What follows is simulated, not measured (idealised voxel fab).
Herein follows the process module entitled voxel self aligned contacts.
It is cross-section cut that appears here, measuring 260 nm in width, its square cells being 5 nm in size.
The cross-sections in this document take the form of a grid made of square cells. They are written out as bands, in order from top to bottom. Each band consists of one or more rows of cells.
Basically the band line says how high the top is and how high the bottom is, in nm, and then what's in it from left to right, every material with its width in nm. Empty space shows up as "empty", and if a single material carries "throughout" it runs the full band edge to edge.
Zero point of the height axis is 0; under it, received wafer = one material. Lowest band: continues down indefinitely, "0 down".
A width given as "30..40" starts at the first number in the band's top row and ends at the second number in its bottom row, shifting by an equal amount at every step from row to row.
Where a step carries "remains unaltered", the cross-section came out of it unchanged, cell for cell.
In the "Enclosed void entries" entry, you get each enclosed empty space of 8 cells or more, one with no open way to the top, written width x height at distance, distance from the left edge, in nm.
Whatever follows a step's settings on its line is a remark the simulator itself makes about that step.
Among the settings permitted on a step's line is "overlay nm"; applied to a step with a mask, it specifies the extent to which the mask lay to the right of its planned position, whereas a negative figure signifies a position to the left.

[Set out below are the planned steps of the process]
| 1 | op RECEIVE | material Si |
| 2 | op OXIDIZE | depth nm 5 |
| 3 | op DIRECTIONAL_DEP | material polySi | thk nm 30 |
| 4 | op DIRECTIONAL_DEP | material SiN | thk nm 15 |
| 5 | op MASKED_ETCH | tone cover | mask id GATE | width nm 35 | pitch nm 70 | etch materials SiN | depth nm 15 | overlay nm 0 |
| 6 | op MASKED_ETCH | tone cover | mask id GATE | width nm 35 | pitch nm 70 | etch materials polySi | depth nm 30 | overlay nm 0 |
| 7 | op CONFORMAL_DEP | material SiN | thk nm 5 |
| 8 | op DIRECTIONAL_ETCH | etch materials SiN | depth nm 5 |
| 9 | op FILL_DEP | material SiO2 | thk nm 15 |
| 10 | op CMP | height nm 50 |
| 11 | op PATTERN | tone open | mask id CONTACT | material resist | width nm 45 | pitch nm 70 | thk nm 15 | overlay nm 0 |
| 12 | op DIRECTIONAL_ETCH | etch materials SiO2 | depth nm 55 |
| 13 | op STRIP | etch materials resist |
| 14 | op CONFORMAL_DEP | material TiN | thk nm 5 |
| 15 | op FILL_DEP | material Ru | thk nm 10 |
| 16 | op CMP | height nm 50 |
| 17 | op CONFORMAL_DEP | material SiCN | thk nm 5 |

[First of two wafers - as planned]

[as received, after step 1]
	0 down = Si throughout
	Enclosed void entries: none

[The wafer in cross-section once step 2 is complete]
	0 to -5 = SiO2 throughout
	Below -5 it's all the same as before, nothing changed down there.

[The wafer in cross-section once step 3 is complete]
	30 to 0 = polySi throughout
	Below 0 it's all the same as before, nothing changed down there.

[The wafer in cross-section once step 4 is complete]
	45 to 30 = SiN throughout
	Below 30 it's all the same as before, nothing changed down there.

[The wafer in cross-section once step 5 is complete]
	45 to 30 = empty (40)  SiN (35)  empty (35)  SiN (35)  empty (35)  SiN (35)  empty (45)
	Below 30 it's all the same as before, nothing changed down there.

[The wafer in cross-section once step 6 is complete]
	45 to 30 = empty (40)  SiN (35)  empty (35)  SiN (35)  empty (35)  SiN (35)  empty (45)
	30 to 0 = empty (40)  polySi (35)  empty (35)  polySi (35)  empty (35)  polySi (35)  empty (45)
	Below 0 it's all the same as before, nothing changed down there.

[The wafer in cross-section once step 7 is complete]
	50 to 30 = empty (35)  SiN (45)  empty (25)  SiN (45)  empty (25)  SiN (45)  empty (40)
	30 to 5 = empty (35)  SiN (5)  polySi (35)  SiN (5)  empty (25)  SiN (5)  polySi (35)  SiN (5)  empty (25)  SiN (5)  polySi (35)  SiN (5)  empty (40)
	5 to 0 = SiN (40)  polySi (35)  SiN (35)  polySi (35)  SiN (35)  polySi (35)  SiN (45)
	Below 0 it's all the same as before, nothing changed down there.

[The wafer in cross-section once step 8 is complete]
	45 to 30 = empty (35)  SiN (45)  empty (25)  SiN (45)  empty (25)  SiN (45)  empty (40)
	30 to 0 = empty (35)  SiN (5)  polySi (35)  SiN (5)  empty (25)  SiN (5)  polySi (35)  SiN (5)  empty (25)  SiN (5)  polySi (35)  SiN (5)  empty (40)
	Below 0 it's all the same as before, nothing changed down there.

[The wafer in cross-section once step 9 is complete]
	60 to 45 = SiO2 throughout
	45 to 30 = SiO2 (35)  SiN (45)  SiO2 (25)  SiN (45)  SiO2 (25)  SiN (45)  SiO2 (40)
	30 to 0 = SiO2 (35)  SiN (5)  polySi (35)  SiN (5)  SiO2 (25)  SiN (5)  polySi (35)  SiN (5)  SiO2 (25)  SiN (5)  polySi (35)  SiN (5)  SiO2 (40)
	Below 0 it's all the same as before, nothing changed down there.

[The wafer in cross-section once step 10 is complete]
	50 to 45 = SiO2 throughout
	Below 45 it's all the same as before, nothing changed down there.

[The wafer in cross-section once step 11 is complete]
	65 to 50 = resist (70)  empty (45)  resist (25)  empty (45)  resist (75)
	Below 50 it's all the same as before, nothing changed down there.

[The wafer in cross-section once step 12 is complete]
	65 to 50 = resist (70)  empty (45)  resist (25)  empty (45)  resist (75)
	50 to 45 = SiO2 (70)  empty (45)  SiO2 (25)  empty (45)  SiO2 (75)
	45 to 30 = SiO2 (35)  SiN (45)  empty (25)  SiN (45)  empty (25)  SiN (45)  SiO2 (40)
	30 to 0 = SiO2 (35)  SiN (5)  polySi (35)  SiN (5)  empty (25)  SiN (5)  polySi (35)  SiN (5)  empty (25)  SiN (5)  polySi (35)  SiN (5)  SiO2 (40)
	0 to -5 = SiO2 (80)  empty (25)  SiO2 (45)  empty (25)  SiO2 (85)
	Below -5 it's all the same as before, nothing changed down there.

[The wafer in cross-section once step 13 is complete]
	50 to 45 = SiO2 (70)  empty (45)  SiO2 (25)  empty (45)  SiO2 (75)
	Below 45 it's all the same as before, nothing changed down there.

[The wafer in cross-section once step 14 is complete]
	55 to 50 = TiN (75)  empty (35)  TiN (35)  empty (35)  TiN (80)
	50 to 45 = SiO2 (70)  TiN (15)  empty (15)  TiN (15)  SiO2 (25)  TiN (15)  empty (15)  TiN (15)  SiO2 (75)
	45 to 30 = SiO2 (35)  SiN (45)  TiN (5)  empty (15)  TiN (5)  SiN (45)  TiN (5)  empty (15)  TiN (5)  SiN (45)  SiO2 (40)
	30 to 0 = SiO2 (35)  SiN (5)  polySi (35)  SiN (5)  TiN (5)  empty (15)  TiN (5)  SiN (5)  polySi (35)  SiN (5)  TiN (5)  empty (15)  TiN (5)  SiN (5)  polySi (35)  SiN (5)  SiO2 (40)
	0 to -5 = SiO2 (80)  TiN (25)  SiO2 (45)  TiN (25)  SiO2 (85)
	Below -5 it's all the same as before, nothing changed down there.

[The wafer in cross-section once step 15 is complete]
	65 to 55 = Ru throughout
	55 to 50 = TiN (75)  Ru (35)  TiN (35)  Ru (35)  TiN (80)
	50 to 45 = SiO2 (70)  TiN (15)  Ru (15)  TiN (15)  SiO2 (25)  TiN (15)  Ru (15)  TiN (15)  SiO2 (75)
	45 to 30 = SiO2 (35)  SiN (45)  TiN (5)  Ru (15)  TiN (5)  SiN (45)  TiN (5)  Ru (15)  TiN (5)  SiN (45)  SiO2 (40)
	30 to 0 = SiO2 (35)  SiN (5)  polySi (35)  SiN (5)  TiN (5)  Ru (15)  TiN (5)  SiN (5)  polySi (35)  SiN (5)  TiN (5)  Ru (15)  TiN (5)  SiN (5)  polySi (35)  SiN (5)  SiO2 (40)
	Below 0 it's all the same as before, nothing changed down there.

[The wafer in cross-section once step 16 is complete]
	50 to 45 = SiO2 (70)  TiN (15)  Ru (15)  TiN (15)  SiO2 (25)  TiN (15)  Ru (15)  TiN (15)  SiO2 (75)
	Below 45 it's all the same as before, nothing changed down there.

[The wafer in cross-section once step 17 is complete]
	55 to 50 = SiCN throughout
	Below 50 it's all the same as before, nothing changed down there.

[The second wafer began exactly as the first did and followed the same plan, but one mistake was made while running it; through step 2 inclusive, the two wafers are identical]

[Cross-section, second wafer, at the end time the plan gives for step 3]
	60 to 0 = polySi throughout
	Below 0 it's all the same as before, nothing changed down there.

[Cross-section, second wafer, at the end time the plan gives for step 4]
	75 to 60 = SiN throughout
	Below 60 it's all the same as before, nothing changed down there.

[Cross-section, second wafer, at the end time the plan gives for step 5]
	75 to 60 = empty (40)  SiN (35)  empty (35)  SiN (35)  empty (35)  SiN (35)  empty (45)
	Below 60 it's all the same as before, nothing changed down there.

[Cross-section, second wafer, at the end time the plan gives for step 6]
	75 to 60 = empty (40)  SiN (35)  empty (35)  SiN (35)  empty (35)  SiN (35)  empty (45)
	60 to 30 = empty (40)  polySi (35)  empty (35)  polySi (35)  empty (35)  polySi (35)  empty (45)
	Below 30 it's all the same as before, nothing changed down there.

[Cross-section, second wafer, at the end time the plan gives for step 7]
	80 to 60 = empty (35)  SiN (45)  empty (25)  SiN (45)  empty (25)  SiN (45)  empty (40)
	60 to 35 = empty (35)  SiN (5)  polySi (35)  SiN (5)  empty (25)  SiN (5)  polySi (35)  SiN (5)  empty (25)  SiN (5)  polySi (35)  SiN (5)  empty (40)
	35 to 30 = SiN (40)  polySi (35)  SiN (35)  polySi (35)  SiN (35)  polySi (35)  SiN (45)
	Below 30 it's all the same as before, nothing changed down there.

[Cross-section, second wafer, at the end time the plan gives for step 8]
	75 to 60 = empty (35)  SiN (45)  empty (25)  SiN (45)  empty (25)  SiN (45)  empty (40)
	60 to 30 = empty (35)  SiN (5)  polySi (35)  SiN (5)  empty (25)  SiN (5)  polySi (35)  SiN (5)  empty (25)  SiN (5)  polySi (35)  SiN (5)  empty (40)
	Below 30 it's all the same as before, nothing changed down there.

[Cross-section, second wafer, at the end time the plan gives for step 9]
	90 to 75 = SiO2 throughout
	75 to 60 = SiO2 (35)  SiN (45)  SiO2 (25)  SiN (45)  SiO2 (25)  SiN (45)  SiO2 (40)
	60 to 30 = SiO2 (35)  SiN (5)  polySi (35)  SiN (5)  SiO2 (25)  SiN (5)  polySi (35)  SiN (5)  SiO2 (25)  SiN (5)  polySi (35)  SiN (5)  SiO2 (40)
	Below 30 it's all the same as before, nothing changed down there.

[Cross-section, second wafer, at the end time the plan gives for step 10]
	50 to 30 = SiO2 (35)  SiN (5)  polySi (35)  SiN (5)  SiO2 (25)  SiN (5)  polySi (35)  SiN (5)  SiO2 (25)  SiN (5)  polySi (35)  SiN (5)  SiO2 (40)
	Below 30 it's all the same as before, nothing changed down there.

[Cross-section, second wafer, at the end time the plan gives for step 11]
	65 to 50 = resist (70)  empty (45)  resist (25)  empty (45)  resist (75)
	Below 50 it's all the same as before, nothing changed down there.

[Cross-section, second wafer, at the end time the plan gives for step 12]
	65 to 50 = resist (70)  empty (45)  resist (25)  empty (45)  resist (75)
	50 to 30 = SiO2 (35)  SiN (5)  polySi (35)  SiN (5)  empty (25)  SiN (5)  polySi (35)  SiN (5)  empty (25)  SiN (5)  polySi (35)  SiN (5)  SiO2 (40)
	Below 30 it's all the same as before, nothing changed down there.

[Cross-section, second wafer, at the end time the plan gives for step 13]
	50 to 30 = SiO2 (35)  SiN (5)  polySi (35)  SiN (5)  empty (25)  SiN (5)  polySi (35)  SiN (5)  empty (25)  SiN (5)  polySi (35)  SiN (5)  SiO2 (40)
	Below 30 it's all the same as before, nothing changed down there.

[Cross-section, second wafer, at the end time the plan gives for step 14]
	55 to 50 = TiN (85)  empty (15)  TiN (55)  empty (15)  TiN (90)
	50 to 35 = SiO2 (35)  SiN (5)  polySi (35)  SiN (5)  TiN (5)  empty (15)  TiN (5)  SiN (5)  polySi (35)  SiN (5)  TiN (5)  empty (15)  TiN (5)  SiN (5)  polySi (35)  SiN (5)  SiO2 (40)
	35 to 30 = SiO2 (35)  SiN (5)  polySi (35)  SiN (5)  TiN (25)  SiN (5)  polySi (35)  SiN (5)  TiN (25)  SiN (5)  polySi (35)  SiN (5)  SiO2 (40)
	Below 30 it's all the same as before, nothing changed down there.

[Cross-section, second wafer, at the end time the plan gives for step 15]
	65 to 55 = Ru throughout
	55 to 50 = TiN (85)  Ru (15)  TiN (55)  Ru (15)  TiN (90)
	50 to 35 = SiO2 (35)  SiN (5)  polySi (35)  SiN (5)  TiN (5)  Ru (15)  TiN (5)  SiN (5)  polySi (35)  SiN (5)  TiN (5)  Ru (15)  TiN (5)  SiN (5)  polySi (35)  SiN (5)  SiO2 (40)
	Below 35 it's all the same as before, nothing changed down there.

[Cross-section, second wafer, at the end time the plan gives for step 16]
	50 to 35 = SiO2 (35)  SiN (5)  polySi (35)  SiN (5)  TiN (5)  Ru (15)  TiN (5)  SiN (5)  polySi (35)  SiN (5)  TiN (5)  Ru (15)  TiN (5)  SiN (5)  polySi (35)  SiN (5)  SiO2 (40)
	Below 35 it's all the same as before, nothing changed down there.

[Cross-section, second wafer, at the end time the plan gives for step 17]
	55 to 50 = SiCN throughout
	Below 50 it's all the same as before, nothing changed down there.
Diagnosis: plan step 3 ran twice
at the end the second wafer has, in cells: Ru: 42 fewer, SiN: 93 fewer, SiO2: 99 fewer, TiN: 36 fewer, polySi: 270 more
